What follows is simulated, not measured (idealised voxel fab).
process module | voxel wiring stack
cross-section cut | 260 nm wide | cells 5 nm
A cross-section is a grid of square cells, given in bands from the top down. A band is one or more rows of cells.
Each band's line starts with the height of the band's top and of its bottom, in nm. Then come its materials from left to right, each with its width in nm. One material with "throughout" fills the band from edge to edge. "air" is empty space.
Height 0 is the level under which the wafer as received is all one material. The lowest band goes on downwards, as in "0 down".
A width such as "30 to 40" changes by the same amount from each row of cells to the next, from the band's top row to its bottom row.
"no change" after a step means that no cell of the cross-section changed.
closed voids: empty space of 8 cells or more with no open way to the top, each as width x height at its distance from the left edge, in nm
after a step's settings: what the simulator itself notes on the step
overlay nm, on a step with a mask: how far to the right of its planned place the mask lay; to the left if negative
plan
1 op RECEIVE | material Si
2 op CONFORMAL_DEP | material SiO2 | thk nm 15
3 op CONFORMAL_DEP | material SiCN | thk nm 5
4 op DIRECTIONAL_DEP | material lowk | thk nm 20
5 op MASKED_ETCH | tone open | mask id METAL_1 | width nm 25 | pitch nm 50 | etch materials lowk | depth nm 20 | overlay nm 0
6 op MASKED_ETCH | tone open | mask id METAL_1 | width nm 25 | pitch nm 50 | etch materials SiCN | depth nm 5 | overlay nm 0
7 op CONFORMAL_DEP | material TiN | thk nm 5
8 op FILL_DEP | material Cu | thk nm 10
9 op CMP | height nm 40
10 op CONFORMAL_DEP | material SiCN | thk nm 5
11 op DIRECTIONAL_DEP | material lowk | thk nm 15
12 op MASKED_ETCH | tone open | mask id PLUG_1 | width nm 15 | pitch nm 100 | etch materials lowk | depth nm 15 | overlay nm 0
13 op MASKED_ETCH | tone open | mask id PLUG_1 | width nm 15 | pitch nm 100 | etch materials SiCN | depth nm 5 | overlay nm 0
14 op EPI | material Ru | thk nm 10
15 op EPI | material Ru | thk nm 10
16 op CONFORMAL_DEP | material SiCN | thk nm 5
17 op DIRECTIONAL_DEP | material SiO2 | thk nm 25
18 op DIRECTIONAL_DEP | material aC | thk nm 15
19 op PATTERN | tone open | mask id METAL_2 | material resist | width nm 25 | pitch nm 50 | thk nm 30 | overlay nm 0
20 op DIRECTIONAL_ETCH | etch materials aC | depth nm 15
21 op STRIP | etch materials resist
22 op DIRECTIONAL_ETCH | etch materials SiO2 | depth nm 25
23 op DIRECTIONAL_ETCH | etch materials SiCN | depth nm 5
24 op STRIP | etch materials aC
25 op CONFORMAL_DEP | material TiN | thk nm 5
26 op FILL_DEP | material Cu | thk nm 5
27 op CMP | height nm 90
28 op CONFORMAL_DEP | material SiCN | thk nm 5
29 op DIRECTIONAL_DEP | material SiO2 | thk nm 15
30 op DIRECTIONAL_DEP | material aC | thk nm 15
31 op PATTERN | tone open | mask id PLUG_2 | material resist | width nm 15 | pitch nm 50 | thk nm 30 | overlay nm 0
32 op DIRECTIONAL_ETCH | etch materials aC | depth nm 15
33 op STRIP | etch materials resist
34 op DIRECTIONAL_ETCH | etch materials SiO2 | depth nm 15
35 op DIRECTIONAL_ETCH | etch materials SiCN | depth nm 5
36 op STRIP | etch materials aC
37 op CONFORMAL_DEP | material TiN | thk nm 5
38 op FILL_DEP | material Cu | thk nm 10
39 op CMP | height nm 110
40 op DIRECTIONAL_DEP | material TiN | thk nm 5
41 op DIRECTIONAL_DEP | material Ru | thk nm 20
42 op PATTERN | tone cover | mask id METAL_3 | material resist | width nm 25 | pitch nm 50 | thk nm 15 | overlay nm 0
43 op DIRECTIONAL_ETCH | etch materials Ru | depth nm 20
44 op DIRECTIONAL_ETCH | etch materials TiN | depth nm 5
45 op STRIP | etch materials resist
46 op FILL_DEP | material lowk | thk nm 5
47 op CMP | height nm 135
48 op CONFORMAL_DEP | material SiCN | thk nm 5
49 op DIRECTIONAL_DEP | material lowk | thk nm 20
50 op MASKED_ETCH | tone open | mask id PLUG_3 | width nm 15 | pitch nm 50 | etch materials lowk | depth nm 20 | overlay nm 0
51 op MASKED_ETCH | tone open | mask id PLUG_3 | width nm 15 | pitch nm 50 | etch materials SiCN | depth nm 5 | overlay nm 0
52 op EPI | material Ru | thk nm 10
53 op EPI | material Ru | thk nm 10
54 op EPI | material Ru | thk nm 5
55 op CONFORMAL_DEP | material SiCN | thk nm 5
56 op DIRECTIONAL_DEP | material lowk | thk nm 15
57 op PATTERN | tone open | mask id METAL_4 | material resist | width nm 25 | pitch nm 50 | thk nm 15 | overlay nm 0
58 op DIRECTIONAL_ETCH | etch materials lowk | depth nm 15
59 op DIRECTIONAL_ETCH | etch materials SiCN | depth nm 5
60 op STRIP | etch materials resist
61 op CONFORMAL_DEP | material TiN | thk nm 5
62 op FILL_DEP | material Ru | thk nm 5
63 op CMP | height nm 180
64 op CONFORMAL_DEP | material SiCN | thk nm 5
first wafer, as planned
as received, after step 1
  0 down: Si throughout
  closed voids: none
after step 2
  15 to 0: SiO2 throughout
  below 0: unchanged
after step 3
  20 to 15: SiCN throughout
  below 15: unchanged
after step 4
  40 to 20: lowk throughout
  below 20: unchanged
after step 5
  40 to 20: lowk 40 | air 25 | lowk 25 | air 25 | lowk 25 | air 25 | lowk 25 | air 25 | lowk 45
  below 20: unchanged
after step 6
  40 to 20: lowk 40 | air 25 | lowk 25 | air 25 | lowk 25 | air 25 | lowk 25 | air 25 | lowk 45
  20 to 15: SiCN 40 | air 25 | SiCN 25 | air 25 | SiCN 25 | air 25 | SiCN 25 | air 25 | SiCN 45
  below 15: unchanged
after step 7
  45 to 40: TiN 45 | air 15 | TiN 35 | air 15 | TiN 35 | air 15 | TiN 35 | air 15 | TiN 50
  40 to 20: lowk 40 | TiN 5 | air 15 | TiN 5 | lowk 25 | TiN 5 | air 15 | TiN 5 | lowk 25 | TiN 5 | air 15 | TiN 5 | lowk 25 | TiN 5 | air 15 | TiN 5 | lowk 45
  20 to 15: SiCN 40 | TiN 25 | SiCN 25 | TiN 25 | SiCN 25 | TiN 25 | SiCN 25 | TiN 25 | SiCN 45
  below 15: unchanged
after step 8
  55 to 45: Cu throughout
  45 to 40: TiN 45 | Cu 15 | TiN 35 | Cu 15 | TiN 35 | Cu 15 | TiN 35 | Cu 15 | TiN 50
  40 to 20: lowk 40 | TiN 5 | Cu 15 | TiN 5 | lowk 25 | TiN 5 | Cu 15 | TiN 5 | lowk 25 | TiN 5 | Cu 15 | TiN 5 | lowk 25 | TiN 5 | Cu 15 | TiN 5 | lowk 45
  below 20: unchanged
after step 9
  40 to 20: lowk 40 | TiN 5 | Cu 15 | TiN 5 | lowk 25 | TiN 5 | Cu 15 | TiN 5 | lowk 25 | TiN 5 | Cu 15 | TiN 5 | lowk 25 | TiN 5 | Cu 15 | TiN 5 | lowk 45
  below 20: unchanged
after step 10
  45 to 40: SiCN throughout
  below 40: unchanged
after step 11
  60 to 45: lowk throughout
  below 45: unchanged
after step 12
  60 to 45: lowk 40 | air 15 | lowk 85 | air 15 | lowk 105
  below 45: unchanged
after step 13
  60 to 45: lowk 40 | air 15 | lowk 85 | air 15 | lowk 105
  45 to 40: SiCN 40 | air 15 | SiCN 85 | air 15 | SiCN 105
  below 40: unchanged
after step 14
  60 to 50: lowk 40 | air 15 | lowk 85 | air 15 | lowk 105
  50 to 45: lowk 40 | Ru 15 | lowk 85 | Ru 15 | lowk 105
  45 to 40: SiCN 40 | Ru 15 | SiCN 85 | Ru 15 | SiCN 105
  below 40: unchanged
after step 15
  60 to 45: lowk 40 | Ru 15 | lowk 85 | Ru 15 | lowk 105
  below 45: unchanged
after step 16
  65 to 60: SiCN throughout
  below 60: unchanged
after step 17
  90 to 65: SiO2 throughout
  below 65: unchanged
after step 18
  105 to 90: aC throughout
  below 90: unchanged
after step 19
  135 to 105: resist 40 | air 25 | resist 25 | air 25 | resist 25 | air 25 | resist 25 | air 25 | resist 45
  below 105: unchanged
after step 20
  120 to 105: resist 40 | air 25 | resist 25 | air 25 | resist 25 | air 25 | resist 25 | air 25 | resist 45
  105 to 90: aC 40 | air 25 | aC 25 | air 25 | aC 25 | air 25 | aC 25 | air 25 | aC 45
  below 90: unchanged
after step 21
  105 to 90: aC 40 | air 25 | aC 25 | air 25 | aC 25 | air 25 | aC 25 | air 25 | aC 45
  below 90: unchanged
after step 22
  105 to 90: aC 40 | air 25 | aC 25 | air 25 | aC 25 | air 25 | aC 25 | air 25 | aC 45
  90 to 65: SiO2 40 | air 25 | SiO2 25 | air 25 | SiO2 25 | air 25 | SiO2 25 | air 25 | SiO2 45
  below 65: unchanged
after step 23
  105 to 90: aC 40 | air 25 | aC 25 | air 25 | aC 25 | air 25 | aC 25 | air 25 | aC 45
  90 to 65: SiO2 40 | air 25 | SiO2 25 | air 25 | SiO2 25 | air 25 | SiO2 25 | air 25 | SiO2 45
  65 to 60: SiCN 40 | air 25 | SiCN 25 | air 25 | SiCN 25 | air 25 | SiCN 25 | air 25 | SiCN 45
  below 60: unchanged
after step 24
  90 to 65: SiO2 40 | air 25 | SiO2 25 | air 25 | SiO2 25 | air 25 | SiO2 25 | air 25 | SiO2 45
  below 65: unchanged
after step 25
  95 to 90: TiN 45 | air 15 | TiN 35 | air 15 | TiN 35 | air 15 | TiN 35 | air 15 | TiN 50
  90 to 65: SiO2 40 | TiN 5 | air 15 | TiN 5 | SiO2 25 | TiN 5 | air 15 | TiN 5 | SiO2 25 | TiN 5 | air 15 | TiN 5 | SiO2 25 | TiN 5 | air 15 | TiN 5 | SiO2 45
  65 to 60: SiCN 40 | TiN 25 | SiCN 25 | TiN 25 | SiCN 25 | TiN 25 | SiCN 25 | TiN 25 | SiCN 45
  below 60: unchanged
after step 26
  100 to 95: Cu throughout
  95 to 90: TiN 45 | Cu 15 | TiN 35 | Cu 15 | TiN 35 | Cu 15 | TiN 35 | Cu 15 | TiN 50
  90 to 65: SiO2 40 | TiN 5 | Cu 15 | TiN 5 | SiO2 25 | TiN 5 | Cu 15 | TiN 5 | SiO2 25 | TiN 5 | Cu 15 | TiN 5 | SiO2 25 | TiN 5 | Cu 15 | TiN 5 | SiO2 45
  below 65: unchanged
after step 27
  90 to 65: SiO2 40 | TiN 5 | Cu 15 | TiN 5 | SiO2 25 | TiN 5 | Cu 15 | TiN 5 | SiO2 25 | TiN 5 | Cu 15 | TiN 5 | SiO2 25 | TiN 5 | Cu 15 | TiN 5 | SiO2 45
  below 65: unchanged
after step 28
  95 to 90: SiCN throughout
  below 90: unchanged
after step 29
  110 to 95: SiO2 throughout
  below 95: unchanged
after step 30
  125 to 110: aC throughout
  below 110: unchanged
after step 31
  155 to 125: resist 40 | air 15 | resist 35 | air 15 | resist 35 | air 15 | resist 35 | air 15 | resist 55
  below 125: unchanged
after step 32
  140 to 125: resist 40 | air 15 | resist 35 | air 15 | resist 35 | air 15 | resist 35 | air 15 | resist 55
  125 to 110: aC 40 | air 15 | aC 35 | air 15 | aC 35 | air 15 | aC 35 | air 15 | aC 55
  below 110: unchanged
after step 33
  125 to 110: aC 40 | air 15 | aC 35 | air 15 | aC 35 | air 15 | aC 35 | air 15 | aC 55
  below 110: unchanged
after step 34
  125 to 110: aC 40 | air 15 | aC 35 | air 15 | aC 35 | air 15 | aC 35 | air 15 | aC 55
  110 to 95: SiO2 40 | air 15 | SiO2 35 | air 15 | SiO2 35 | air 15 | SiO2 35 | air 15 | SiO2 55
  below 95: unchanged
after step 35
  125 to 110: aC 40 | air 15 | aC 35 | air 15 | aC 35 | air 15 | aC 35 | air 15 | aC 55
  110 to 95: SiO2 40 | air 15 | SiO2 35 | air 15 | SiO2 35 | air 15 | SiO2 35 | air 15 | SiO2 55
  95 to 90: SiCN 40 | air 15 | SiCN 35 | air 15 | SiCN 35 | air 15 | SiCN 35 | air 15 | SiCN 55
  below 90: unchanged
after step 36
  110 to 95: SiO2 40 | air 15 | SiO2 35 | air 15 | SiO2 35 | air 15 | SiO2 35 | air 15 | SiO2 55
  below 95: unchanged
after step 37
  115 to 110: TiN 45 | air 5 | TiN 45 | air 5 | TiN 45 | air 5 | TiN 45 | air 5 | TiN 60
  110 to 95: SiO2 40 | TiN 5 | air 5 | TiN 5 | SiO2 35 | TiN 5 | air 5 | TiN 5 | SiO2 35 | TiN 5 | air 5 | TiN 5 | SiO2 35 | TiN 5 | air 5 | TiN 5 | SiO2 55
  95 to 90: SiCN 40 | TiN 15 | SiCN 35 | TiN 15 | SiCN 35 | TiN 15 | SiCN 35 | TiN 15 | SiCN 55
  below 90: unchanged
after step 38
  125 to 115: Cu throughout
  115 to 110: TiN 45 | Cu 5 | TiN 45 | Cu 5 | TiN 45 | Cu 5 | TiN 45 | Cu 5 | TiN 60
  110 to 95: SiO2 40 | TiN 5 | Cu 5 | TiN 5 | SiO2 35 | TiN 5 | Cu 5 | TiN 5 | SiO2 35 | TiN 5 | Cu 5 | TiN 5 | SiO2 35 | TiN 5 | Cu 5 | TiN 5 | SiO2 55
  below 95: unchanged
after step 39
  110 to 95: SiO2 40 | TiN 5 | Cu 5 | TiN 5 | SiO2 35 | TiN 5 | Cu 5 | TiN 5 | SiO2 35 | TiN 5 | Cu 5 | TiN 5 | SiO2 35 | TiN 5 | Cu 5 | TiN 5 | SiO2 55
  below 95: unchanged
after step 40
  115 to 110: TiN throughout
  below 110: unchanged
after step 41
  135 to 115: Ru throughout
  below 115: unchanged
after step 42
  150 to 135: air 40 | resist 25 | air 25 | resist 25 | air 25 | resist 25 | air 25 | resist 25 | air 45
  below 135: unchanged
after step 43
  150 to 135: air 40 | resist 25 | air 25 | resist 25 | air 25 | resist 25 | air 25 | resist 25 | air 45
  135 to 115: air 40 | Ru 25 | air 25 | Ru 25 | air 25 | Ru 25 | air 25 | Ru 25 | air 45
  below 115: unchanged
after step 44
  150 to 135: air 40 | resist 25 | air 25 | resist 25 | air 25 | resist 25 | air 25 | resist 25 | air 45
  135 to 115: air 40 | Ru 25 | air 25 | Ru 25 | air 25 | Ru 25 | air 25 | Ru 25 | air 45
  115 to 110: air 40 | TiN 25 | air 25 | TiN 25 | air 25 | TiN 25 | air 25 | TiN 25 | air 45
  below 110: unchanged
after step 45
  135 to 115: air 40 | Ru 25 | air 25 | Ru 25 | air 25 | Ru 25 | air 25 | Ru 25 | air 45
  below 115: unchanged
after step 46
  140 to 135: lowk throughout
  135 to 115: lowk 40 | Ru 25 | lowk 25 | Ru 25 | lowk 25 | Ru 25 | lowk 25 | Ru 25 | lowk 45
  115 to 110: lowk 40 | TiN 25 | lowk 25 | TiN 25 | lowk 25 | TiN 25 | lowk 25 | TiN 25 | lowk 45
  below 110: unchanged
after step 47
  135 to 115: lowk 40 | Ru 25 | lowk 25 | Ru 25 | lowk 25 | Ru 25 | lowk 25 | Ru 25 | lowk 45
  below 115: unchanged
after step 48
  140 to 135: SiCN throughout
  below 135: unchanged
after step 49
  160 to 140: lowk throughout
  below 140: unchanged
after step 50
  160 to 140: lowk 40 | air 15 | lowk 35 | air 15 | lowk 35 | air 15 | lowk 35 | air 15 | lowk 55
  below 140: unchanged
after step 51
  160 to 140: lowk 40 | air 15 | lowk 35 | air 15 | lowk 35 | air 15 | lowk 35 | air 15 | lowk 55
  140 to 135: SiCN 40 | air 15 | SiCN 35 | air 15 | SiCN 35 | air 15 | SiCN 35 | air 15 | SiCN 55
  below 135: unchanged
after step 52
  160 to 145: lowk 40 | air 15 | lowk 35 | air 15 | lowk 35 | air 15 | lowk 35 | air 15 | lowk 55
  145 to 140: lowk 40 | Ru 15 | lowk 35 | Ru 15 | lowk 35 | Ru 15 | lowk 35 | Ru 15 | lowk 55
  140 to 135: SiCN 40 | Ru 15 | SiCN 35 | Ru 15 | SiCN 35 | Ru 15 | SiCN 35 | Ru 15 | SiCN 55
  below 135: unchanged
after step 53
  160 to 155: lowk 40 | air 15 | lowk 35 | air 15 | lowk 35 | air 15 | lowk 35 | air 15 | lowk 55
  155 to 140: lowk 40 | Ru 15 | lowk 35 | Ru 15 | lowk 35 | Ru 15 | lowk 35 | Ru 15 | lowk 55
  below 140: unchanged
after step 54
  160 to 140: lowk 40 | Ru 15 | lowk 35 | Ru 15 | lowk 35 | Ru 15 | lowk 35 | Ru 15 | lowk 55
  below 140: unchanged
after step 55
  165 to 160: SiCN throughout
  below 160: unchanged
after step 56
  180 to 165: lowk throughout
  below 165: unchanged
after step 57
  195 to 180: resist 40 | air 25 | resist 25 | air 25 | resist 25 | air 25 | resist 25 | air 25 | resist 45
  below 180: unchanged
after step 58
  195 to 180: resist 40 | air 25 | resist 25 | air 25 | resist 25 | air 25 | resist 25 | air 25 | resist 45
  180 to 165: lowk 40 | air 25 | lowk 25 | air 25 | lowk 25 | air 25 | lowk 25 | air 25 | lowk 45
  below 165: unchanged
after step 59
  195 to 180: resist 40 | air 25 | resist 25 | air 25 | resist 25 | air 25 | resist 25 | air 25 | resist 45
  180 to 165: lowk 40 | air 25 | lowk 25 | air 25 | lowk 25 | air 25 | lowk 25 | air 25 | lowk 45
  165 to 160: SiCN 40 | air 25 | SiCN 25 | air 25 | SiCN 25 | air 25 | SiCN 25 | air 25 | SiCN 45
  below 160: unchanged
after step 60
  180 to 165: lowk 40 | air 25 | lowk 25 | air 25 | lowk 25 | air 25 | lowk 25 | air 25 | lowk 45
  below 165: unchanged
after step 61
  185 to 180: TiN 45 | air 15 | TiN 35 | air 15 | TiN 35 | air 15 | TiN 35 | air 15 | TiN 50
  180 to 165: lowk 40 | TiN 5 | air 15 | TiN 5 | lowk 25 | TiN 5 | air 15 | TiN 5 | lowk 25 | TiN 5 | air 15 | TiN 5 | lowk 25 | TiN 5 | air 15 | TiN 5 | lowk 45
  165 to 160: SiCN 40 | TiN 25 | SiCN 25 | TiN 25 | SiCN 25 | TiN 25 | SiCN 25 | TiN 25 | SiCN 45
  below 160: unchanged
after step 62
  190 to 185: Ru throughout
  185 to 180: TiN 45 | Ru 15 | TiN 35 | Ru 15 | TiN 35 | Ru 15 | TiN 35 | Ru 15 | TiN 50
  180 to 165: lowk 40 | TiN 5 | Ru 15 | TiN 5 | lowk 25 | TiN 5 | Ru 15 | TiN 5 | lowk 25 | TiN 5 | Ru 15 | TiN 5 | lowk 25 | TiN 5 | Ru 15 | TiN 5 | lowk 45
  below 165: unchanged
after step 63
  180 to 165: lowk 40 | TiN 5 | Ru 15 | TiN 5 | lowk 25 | TiN 5 | Ru 15 | TiN 5 | lowk 25 | TiN 5 | Ru 15 | TiN 5 | lowk 25 | TiN 5 | Ru 15 | TiN 5 | lowk 45
  below 165: unchanged
after step 64
  185 to 180: SiCN throughout
  below 180: unchanged
second wafer: like start, like plan, one mistake. Through step 30 it matches the first wafer
when step 31 should have ended
  155 to 125: resist 35 | air 25 | resist 25 | air 25 | resist 25 | air 25 | resist 25 | air 25 | resist 50
  below 125: unchanged
when step 32 should have ended
  140 to 125: resist 35 | air 25 | resist 25 | air 25 | resist 25 | air 25 | resist 25 | air 25 | resist 50
  125 to 110: aC 35 | air 25 | aC 25 | air 25 | aC 25 | air 25 | aC 25 | air 25 | aC 50
  below 110: unchanged
when step 33 should have ended
  125 to 110: aC 35 | air 25 | aC 25 | air 25 | aC 25 | air 25 | aC 25 | air 25 | aC 50
  below 110: unchanged
when step 34 should have ended
  125 to 110: aC 35 | air 25 | aC 25 | air 25 | aC 25 | air 25 | aC 25 | air 25 | aC 50
  110 to 95: SiO2 35 | air 25 | SiO2 25 | air 25 | SiO2 25 | air 25 | SiO2 25 | air 25 | SiO2 50
  below 95: unchanged
when step 35 should have ended
  125 to 110: aC 35 | air 25 | aC 25 | air 25 | aC 25 | air 25 | aC 25 | air 25 | aC 50
  110 to 95: SiO2 35 | air 25 | SiO2 25 | air 25 | SiO2 25 | air 25 | SiO2 25 | air 25 | SiO2 50
  95 to 90: SiCN 35 | air 25 | SiCN 25 | air 25 | SiCN 25 | air 25 | SiCN 25 | air 25 | SiCN 50
  below 90: unchanged
when step 36 should have ended
  110 to 95: SiO2 35 | air 25 | SiO2 25 | air 25 | SiO2 25 | air 25 | SiO2 25 | air 25 | SiO2 50
  below 95: unchanged
when step 37 should have ended
  115 to 110: TiN 40 | air 15 | TiN 35 | air 15 | TiN 35 | air 15 | TiN 35 | air 15 | TiN 55
  110 to 95: SiO2 35 | TiN 5 | air 15 | TiN 5 | SiO2 25 | TiN 5 | air 15 | TiN 5 | SiO2 25 | TiN 5 | air 15 | TiN 5 | SiO2 25 | TiN 5 | air 15 | TiN 5 | SiO2 50
  95 to 90: SiCN 35 | TiN 25 | SiCN 25 | TiN 25 | SiCN 25 | TiN 25 | SiCN 25 | TiN 25 | SiCN 50
  below 90: unchanged
when step 38 should have ended
  125 to 115: Cu throughout
  115 to 110: TiN 40 | Cu 15 | TiN 35 | Cu 15 | TiN 35 | Cu 15 | TiN 35 | Cu 15 | TiN 55
  110 to 95: SiO2 35 | TiN 5 | Cu 15 | TiN 5 | SiO2 25 | TiN 5 | Cu 15 | TiN 5 | SiO2 25 | TiN 5 | Cu 15 | TiN 5 | SiO2 25 | TiN 5 | Cu 15 | TiN 5 | SiO2 50
  below 95: unchanged
when step 39 should have ended
  110 to 95: SiO2 35 | TiN 5 | Cu 15 | TiN 5 | SiO2 25 | TiN 5 | Cu 15 | TiN 5 | SiO2 25 | TiN 5 | Cu 15 | TiN 5 | SiO2 25 | TiN 5 | Cu 15 | TiN 5 | SiO2 50
  below 95: unchanged
when step 40 should have ended
  115 to 110: TiN throughout
  below 110: unchanged
when step 41 should have ended
  135 to 115: Ru throughout
  below 115: unchanged
when step 42 should have ended
  150 to 135: air 40 | resist 25 | air 25 | resist 25 | air 25 | resist 25 | air 25 | resist 25 | air 45
  below 135: unchanged
when step 43 should have ended
  150 to 135: air 40 | resist 25 | air 25 | resist 25 | air 25 | resist 25 | air 25 | resist 25 | air 45
  135 to 115: air 40 | Ru 25 | air 25 | Ru 25 | air 25 | Ru 25 | air 25 | Ru 25 | air 45
  below 115: unchanged
when step 44 should have ended
  150 to 135: air 40 | resist 25 | air 25 | resist 25 | air 25 | resist 25 | air 25 | resist 25 | air 45
  135 to 115: air 40 | Ru 25 | air 25 | Ru 25 | air 25 | Ru 25 | air 25 | Ru 25 | air 45
  115 to 110: air 40 | TiN 25 | air 25 | TiN 25 | air 25 | TiN 25 | air 25 | TiN 25 | air 45
  below 110: unchanged
when step 45 should have ended
  135 to 115: air 40 | Ru 25 | air 25 | Ru 25 | air 25 | Ru 25 | air 25 | Ru 25 | air 45
  below 115: unchanged
when step 46 should have ended
  140 to 135: lowk throughout
  135 to 115: lowk 40 | Ru 25 | lowk 25 | Ru 25 | lowk 25 | Ru 25 | lowk 25 | Ru 25 | lowk 45
  115 to 110: lowk 40 | TiN 25 | lowk 25 | TiN 25 | lowk 25 | TiN 25 | lowk 25 | TiN 25 | lowk 45
  below 110: unchanged
when step 47 should have ended
  135 to 115: lowk 40 | Ru 25 | lowk 25 | Ru 25 | lowk 25 | Ru 25 | lowk 25 | Ru 25 | lowk 45
  below 115: unchanged
when step 48 should have ended
  140 to 135: SiCN throughout
  below 135: unchanged
when step 49 should have ended
  160 to 140: lowk throughout
  below 140: unchanged
when step 50 should have ended
  160 to 140: lowk 40 | air 15 | lowk 35 | air 15 | lowk 35 | air 15 | lowk 35 | air 15 | lowk 55
  below 140: unchanged
when step 51 should have ended
  160 to 140: lowk 40 | air 15 | lowk 35 | air 15 | lowk 35 | air 15 | lowk 35 | air 15 | lowk 55
  140 to 135: SiCN 40 | air 15 | SiCN 35 | air 15 | SiCN 35 | air 15 | SiCN 35 | air 15 | SiCN 55
  below 135: unchanged
when step 52 should have ended
  160 to 145: lowk 40 | air 15 | lowk 35 | air 15 | lowk 35 | air 15 | lowk 35 | air 15 | lowk 55
  145 to 140: lowk 40 | Ru 15 | lowk 35 | Ru 15 | lowk 35 | Ru 15 | lowk 35 | Ru 15 | lowk 55
  140 to 135: SiCN 40 | Ru 15 | SiCN 35 | Ru 15 | SiCN 35 | Ru 15 | SiCN 35 | Ru 15 | SiCN 55
  below 135: unchanged
when step 53 should have ended
  160 to 155: lowk 40 | air 15 | lowk 35 | air 15 | lowk 35 | air 15 | lowk 35 | air 15 | lowk 55
  155 to 140: lowk 40 | Ru 15 | lowk 35 | Ru 15 | lowk 35 | Ru 15 | lowk 35 | Ru 15 | lowk 55
  below 140: unchanged
when step 54 should have ended
  160 to 140: lowk 40 | Ru 15 | lowk 35 | Ru 15 | lowk 35 | Ru 15 | lowk 35 | Ru 15 | lowk 55
  below 140: unchanged
when step 55 should have ended
  165 to 160: SiCN throughout
  below 160: unchanged
when step 56 should have ended
  180 to 165: lowk throughout
  below 165: unchanged
when step 57 should have ended
  195 to 180: resist 40 | air 25 | resist 25 | air 25 | resist 25 | air 25 | resist 25 | air 25 | resist 45
  below 180: unchanged
when step 58 should have ended
  195 to 180: resist 40 | air 25 | resist 25 | air 25 | resist 25 | air 25 | resist 25 | air 25 | resist 45
  180 to 165: lowk 40 | air 25 | lowk 25 | air 25 | lowk 25 | air 25 | lowk 25 | air 25 | lowk 45
  below 165: unchanged
when step 59 should have ended
  195 to 180: resist 40 | air 25 | resist 25 | air 25 | resist 25 | air 25 | resist 25 | air 25 | resist 45
  180 to 165: lowk 40 | air 25 | lowk 25 | air 25 | lowk 25 | air 25 | lowk 25 | air 25 | lowk 45
  165 to 160: SiCN 40 | air 25 | SiCN 25 | air 25 | SiCN 25 | air 25 | SiCN 25 | air 25 | SiCN 45
  below 160: unchanged
when step 60 should have ended
  180 to 165: lowk 40 | air 25 | lowk 25 | air 25 | lowk 25 | air 25 | lowk 25 | air 25 | lowk 45
  below 165: unchanged
when step 61 should have ended
  185 to 180: TiN 45 | air 15 | TiN 35 | air 15 | TiN 35 | air 15 | TiN 35 | air 15 | TiN 50
  180 to 165: lowk 40 | TiN 5 | air 15 | TiN 5 | lowk 25 | TiN 5 | air 15 | TiN 5 | lowk 25 | TiN 5 | air 15 | TiN 5 | lowk 25 | TiN 5 | air 15 | TiN 5 | lowk 45
  165 to 160: SiCN 40 | TiN 25 | SiCN 25 | TiN 25 | SiCN 25 | TiN 25 | SiCN 25 | TiN 25 | SiCN 45
  below 160: unchanged
when step 62 should have ended
  190 to 185: Ru throughout
  185 to 180: TiN 45 | Ru 15 | TiN 35 | Ru 15 | TiN 35 | Ru 15 | TiN 35 | Ru 15 | TiN 50
  180 to 165: lowk 40 | TiN 5 | Ru 15 | TiN 5 | lowk 25 | TiN 5 | Ru 15 | TiN 5 | lowk 25 | TiN 5 | Ru 15 | TiN 5 | lowk 25 | TiN 5 | Ru 15 | TiN 5 | lowk 45
  below 165: unchanged
when step 63 should have ended
  180 to 165: lowk 40 | TiN 5 | Ru 15 | TiN 5 | lowk 25 | TiN 5 | Ru 15 | TiN 5 | lowk 25 | TiN 5 | Ru 15 | TiN 5 | lowk 25 | TiN 5 | Ru 15 | TiN 5 | lowk 45
  below 165: unchanged
when step 64 should have ended
  185 to 180: SiCN throughout
  below 180: unchanged
what went wrong: step 31 ran as: op PATTERN | tone open | mask id PLUG_2 | material resist | width nm 25 | pitch nm 50 | thk nm 30 | overlay nm 0
at the end the second wafer has, in cells: 24 more of Cu | 8 fewer of SiCN | 24 fewer of SiO2 | 8 more of TiN
